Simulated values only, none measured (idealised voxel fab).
process module | voxel released beams
cross-section cut | 215 nm wide | cells 5 nm
A cross-section is a grid of square cells, given in bands from the top down. A band is one or more rows of cells.
Each band's line starts with the height of the band's top and of its bottom, in nm. Then come its materials from left to right, each with its width in nm. One material with "throughout" fills the band from edge to edge. "air" is empty space.
Height 0 is the level under which the wafer as received is all one material. The lowest band goes on downwards, as in "0 down".
A width such as "30 to 40" changes by the same amount from each row of cells to the next, from the band's top row to its bottom row.
"no change" after a step means that no cell of the cross-section changed.
closed voids: empty space of 8 cells or more with no open way to the top, each as width x height at its distance from the left edge, in nm
after a step's settings: what the simulator itself notes on the step
overlay nm, on a step with a mask: how far to the right of its planned place the mask lay; to the left if negative
plan
1 op RECEIVE | material Si
2 op CONFORMAL_DEP | material SiN | thk nm 10
3 op DIRECTIONAL_DEP | material SiO2 | thk nm 10
4 op DIRECTIONAL_DEP | material aC | thk nm 10
5 op PATTERN | tone open | mask id ANCHOR | material resist | width nm 40 | thk nm 25 | overlay nm 0
6 op DIRECTIONAL_ETCH | etch materials aC | depth nm 10
7 op STRIP | etch materials resist
8 op DIRECTIONAL_ETCH | etch materials SiO2 | depth nm 10
9 op STRIP | etch materials aC
10 op CONFORMAL_DEP | material polySi | thk nm 15
11 op MASKED_ETCH | tone cover | mask id BEAM | width nm 100 | etch materials polySi | depth nm 15 | overlay nm 0
12 op STRIP | etch materials SiO2
as received, after step 1
  0 down: Si throughout
  closed voids: none
first wafer at the end, as planned
  35 to 25: air 55 | polySi 20 | air 10 | polySi 70 | air 60
  25 to 20: air 55 | polySi 100 | air 60
  20 to 10: air 60 | polySi 40 | air 115
  10 to 0: SiN throughout
  0 down: Si throughout
  closed voids: none
second wafer at the end: like start, like plan, one mistake
  35 to 20: air 55 | polySi 100 | air 60
  20 to 10: SiN throughout
  10 to 0: SiO2 throughout
  0 down: Si throughout
  closed voids: none
what went wrong: steps 2 and 3 were swapped
at the end the second wafer has, in cells: 86 more of SiO2 | 12 fewer of polySi
